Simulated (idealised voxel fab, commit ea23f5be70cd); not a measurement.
Process module under the name voxel transistor to metal
Cross-section cut spans 200 nm and uses square cells 5 nm in size.
For the purposes of this document, a cross-section shall be understood as a grid of square cells, specified as bands listed in top-to-bottom order, each band consisting of one or more rows of cells. A band entry consists of two parts. The first gives the height of the band's top and the height of its bottom, in nm. The rest lists the band's materials from left to right, each with its width in nm. A single material labelled with the word "everywhere" fills the band from edge to edge, and the word "empty" marks empty space. Height datum 0, below which the as-received substrate wafer is one material. Lowest band open at the bottom, running downward: "0 -> down". When a width is written as two numbers, as in "30 to 40", the first number is the width in the top row of cells of the band and the second is the width in its bottom row, and the width changes by the same amount from each row to the next. The cross-section has no changed cell in any step marked "changes: none". Closed empty spaces (no open way to the top) of 8 cells or more are what "Closed voids list" lists, each as width x height at distance from the left edge, nm for all three. On a step's line, text after the settings is the simulator commenting on that step. The setting "overlay nm" may be written on the line of a step. When the step uses a mask, the value reports how far to the right of the planned place the mask lay, and a negative value reports that it lay to the left.
The process steps that were planned are listed below
1,RECEIVE with material Si
2,CONFORMAL_DEP with material SiO2, thk nm 5
3,CONFORMAL_DEP with material SiN, thk nm 15
4,DIRECTIONAL_DEP with material aC, thk nm 15
5,PATTERN with tone cover, mask id ACTIVE, material resist, width nm 125, thk nm 35, overlay nm 0
6,DIRECTIONAL_ETCH with etch materials aC, depth nm 15
7,STRIP with etch materials resist
8,DIRECTIONAL_ETCH with etch materials SiN, depth nm 15
9,DIRECTIONAL_ETCH with etch materials SiO2, depth nm 5
10,DIRECTIONAL_ETCH with etch materials Si, depth nm 25
11,STRIP with etch materials aC
12,OXIDIZE with depth nm 5
13,FILL_DEP with material SiO2, thk nm 5
14,CMP with height nm 20
15,SELECTIVE_ETCH with etch materials SiO2, depth nm 5
16,STRIP with etch materials SiN
17,SELECTIVE_ETCH with etch materials SiO2, depth nm 5
18,OXIDIZE with depth nm 5
19,DIRECTIONAL_DEP with material polySi, thk nm 30
20,DIRECTIONAL_DEP with material SiCN, thk nm 15
21,PATTERN with tone cover, mask id GATE, material resist, width nm 25, thk nm 15, overlay nm 0
22,DIRECTIONAL_ETCH with etch materials SiCN, depth nm 25
23,DIRECTIONAL_ETCH with etch materials polySi, depth nm 40
24,STRIP with etch materials resist
25,CONFORMAL_DEP with material SiO2, thk nm 5
26,DIRECTIONAL_ETCH with etch materials SiO2, depth nm 5
27,CONFORMAL_DEP with material SiN, thk nm 5
28,DIRECTIONAL_ETCH with etch materials SiN, depth nm 5
29,DIRECTIONAL_ETCH with etch materials SiO2, depth nm 5
30,DIRECTIONAL_ETCH with etch materials Si, depth nm 15
31,EPI with material SiGe, thk nm 20
32,FILL_DEP with material SiO2, thk nm 10
33,CMP with height nm 45
34,DIRECTIONAL_DEP with material SiO2, thk nm 15
35,MASKED_ETCH with tone open, mask id CONTACT, width nm 20, pitch nm 85, etch materials SiO2, depth nm 60, overlay nm 0
36,CONFORMAL_DEP with material TiN, thk nm 5
37,FILL_DEP with material Ru, thk nm 10
38,CMP with height nm 60
39,CONFORMAL_DEP with material SiCN, thk nm 5
40,DIRECTIONAL_DEP with material SiO2, thk nm 25
41,DIRECTIONAL_DEP with material aC, thk nm 15
42,PATTERN with tone open, mask id METAL_1, material resist, width nm 20, pitch nm 85, thk nm 30, overlay nm 0
43,DIRECTIONAL_ETCH with etch materials aC, depth nm 15
44,STRIP with etch materials resist
45,DIRECTIONAL_ETCH with etch materials SiO2, depth nm 25
46,DIRECTIONAL_ETCH with etch materials SiCN, depth nm 5
47,STRIP with etch materials aC
48,CONFORMAL_DEP with material TiN, thk nm 5
49,FILL_DEP with material Ru, thk nm 10
50,CMP with height nm 90
51,CONFORMAL_DEP with material SiCN, thk nm 5
Every wafer here starts from the same state; it is the step 25 thk nm that distinguishes them, and the value the plan gives belongs to the first wafer.
Cross-section: the first of several wafers in its as-received state, i.e. following step 1
- 0 -> down: Si everywhere
- Closed voids list: none
Each wafer at the end: cells of each material gained (+) or lost (-) since it was received, then its closed voids
thk nm 5 | +52 Ru | -167 Si | +87 SiCN | +80 SiGe | +22 SiN | +576 SiO2 | +80 TiN | +30 polySi | Closed voids list: none
thk nm 10 | +64 Ru | -125 Si | +87 SiCN | +20 SiN | +604 SiO2 | +80 TiN | +30 polySi | Closed voids list: none
thk nm 15 | +56 Ru | -125 Si | +87 SiCN | +18 SiN | +614 SiO2 | +80 TiN | +30 polySi | Closed voids list: none
thk nm 20 | +36 Ru | -125 Si | +87 SiCN | +16 SiN | +636 SiO2 | +80 TiN | +30 polySi | Closed voids list: none
